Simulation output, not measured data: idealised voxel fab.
This section sets out a process module, namely voxel self aligned contacts.
Section shown: cut. Width: 250 nm. Cell size: 5 nm, square.
Heads up, the way a cross-section reads in here is a grid of square cells, handed over as bands from the top down, with every band being one or more rows of cells.
Look at the band entry: it leads with the top's height and the bottom's height in nm. Then it lists the materials left to right, with a width in nm for each. The word "all across" on a single material says that material fills the band edge to edge. The word "air" is empty space.
Heights are expressed relative to 0, this being the level below which the as-received wafer comprises one material exclusively. The lowest band is unbounded in the downward direction and is denoted as in "from 0 down".
When a width is written as two numbers, as in "30->40", the first number is the width in the top row of cells of the band and the second is the width in its bottom row, and the width changes by the same amount from each row to the next.
The cross-section has no changed cell in any step marked "no change occurred".
For the entry "Closed void inventory", the listed items are empty spaces with no open way to the top whose size is 8 cells or more; each item follows the pattern width x height at distance, where distance is from the left edge and all three are in nm.
Formally, on a step line, whatever follows the settings is a remark that the simulator itself makes on the step.
overlay nm: how far to the right of its planned place the mask lay on this masked step (negative: to the left).
Process steps - plan
step 1: RECEIVE, material Si
step 2: OXIDIZE, depth nm 5
step 3: DIRECTIONAL_DEP, material polySi, thk nm 20
step 4: DIRECTIONAL_DEP, material SiN, thk nm 20
step 5: MASKED_ETCH, tone cover, mask id GATE, width nm 35, pitch nm 60, etch materials SiN, depth nm 20, overlay nm 0
step 6: MASKED_ETCH, tone cover, mask id GATE, width nm 35, pitch nm 60, etch materials polySi, depth nm 20, overlay nm 0
step 7: CONFORMAL_DEP, material SiN, thk nm 5
step 8: DIRECTIONAL_ETCH, etch materials SiN, depth nm 5
step 9: FILL_DEP, material SiO2, thk nm 20
step 10: CMP, height nm 50
step 11: PATTERN, tone open, mask id CONTACT, material resist, width nm 45, thk nm 15, overlay nm -15
step 12: DIRECTIONAL_ETCH, etch materials SiO2, depth nm 55
step 13: STRIP, etch materials resist
step 14: CONFORMAL_DEP, material TiN, thk nm 5
step 15: FILL_DEP, material Ru, thk nm 5
step 16: CMP, height nm 50
step 17: CONFORMAL_DEP, material SiN, thk nm 5
For this document, wafers share an identical start and vary in the step 11 overlay nm; the plan quotes the first wafer's value.
Cross-section of the first of several wafers on receipt, reflecting completion of step 1
* from 0 down  Si all across
* Closed void inventory: none
Quick key for the table: a row per wafer, taken at the end of the module. For each material it tells you how many cells the wafer gained (+) or lost (-) since it came in, and the closed voids come after
overlay nm -15, +16 Ru, -50 Si, +138 SiN, +361 SiO2, +29 TiN, +56 polySi, Closed void inventory: none
overlay nm -10, +16 Ru, -50 Si, +138 SiN, +361 SiO2, +29 TiN, +56 polySi, Closed void inventory: none
overlay nm -5, +16 Ru, -50 Si, +138 SiN, +361 SiO2, +29 TiN, +56 polySi, Closed void inventory: none
overlay nm 0, +16 Ru, -50 Si, +138 SiN, +361 SiO2, +29 TiN, +56 polySi, Closed void inventory: none
overlay nm 5, +16 Ru, -50 Si, +138 SiN, +361 SiO2, +29 TiN, +56 polySi, Closed void inventory: none
overlay nm 10, +16 Ru, -50 Si, +138 SiN, +361 SiO2, +29 TiN, +56 polySi, Closed void inventory: none
overlay nm 15, +16 Ru, -50 Si, +138 SiN, +361 SiO2, +29 TiN, +56 polySi, Closed void inventory: none
